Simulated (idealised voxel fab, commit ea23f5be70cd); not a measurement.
process module | voxel self aligned contacts
cross-section cut | 225 nm wide | cells 5 nm
A cross-section is a grid of square cells, given in bands from the top down. A band is one or more rows of cells.
Each band's line starts with the height of the band's top and of its bottom, in nm. Then come its materials from left to right, each with its width in nm. One material with "throughout" fills the band from edge to edge. "air" is empty space.
Height 0 is the level under which the wafer as received is all one material. The lowest band goes on downwards, as in "0 down".
A width such as "30 to 40" changes by the same amount from each row of cells to the next, from the band's top row to its bottom row.
"no change" after a step means that no cell of the cross-section changed.
closed voids: empty space of 8 cells or more with no open way to the top, each as width x height at its distance from the left edge, in nm
after a step's settings: what the simulator itself notes on the step
overlay nm, on a step with a mask: how far to the right of its planned place the mask lay; to the left if negative
plan
1 op RECEIVE | material Si
2 op CONFORMAL_DEP | material SiO2 | thk nm 5
3 op DIRECTIONAL_DEP | material polySi | thk nm 25
4 op DIRECTIONAL_DEP | material SiN | thk nm 15
5 op PATTERN | tone cover | mask id GATE | material resist | width nm 35 | pitch nm 60 | thk nm 15 | overlay nm 0
6 op DIRECTIONAL_ETCH | etch materials SiN | depth nm 15
7 op DIRECTIONAL_ETCH | etch materials polySi | depth nm 25
8 op STRIP | etch materials resist
9 op CONFORMAL_DEP | material SiN | thk nm 5
10 op DIRECTIONAL_ETCH | etch materials SiN | depth nm 5
11 op FILL_DEP | material SiO2 | thk nm 20
12 op CMP | height nm 55
13 op MASKED_ETCH | tone open | mask id CONTACT | width nm 35 | etch materials SiO2 | depth nm 55 | overlay nm 0
14 op CONFORMAL_DEP | material TiN | thk nm 5
15 op FILL_DEP | material Ru | thk nm 5
16 op CMP | height nm 55
17 op CONFORMAL_DEP | material SiN | thk nm 5
as received, after step 1
  0 down: Si throughout
  closed voids: none
a wafer at the end: this start, this plan, one mistake
  60 to 55: SiN throughout
  55 to 50: SiO2 95 | TiN 5 | Ru 25 | TiN 5 | SiO2 95
  50 to 45: SiO2 95 | TiN 35 | SiO2 95
  45 to 30: SiO2 60 | SiN 50 | TiN 10 | SiN 50 | SiO2 55
  30 to 5: SiO2 60 | SiN 5 | polySi 40 | SiN 5 | TiN 10 | SiN 5 | polySi 40 | SiN 5 | SiO2 55
  5 to 0: SiO2 110 | TiN 10 | SiO2 105
  0 down: Si throughout
  closed voids: none
what went wrong: step 5 ran as: op PATTERN | tone cover | mask id GATE | material resist | width nm 40 | pitch nm 60 | thk nm 15 | overlay nm 0
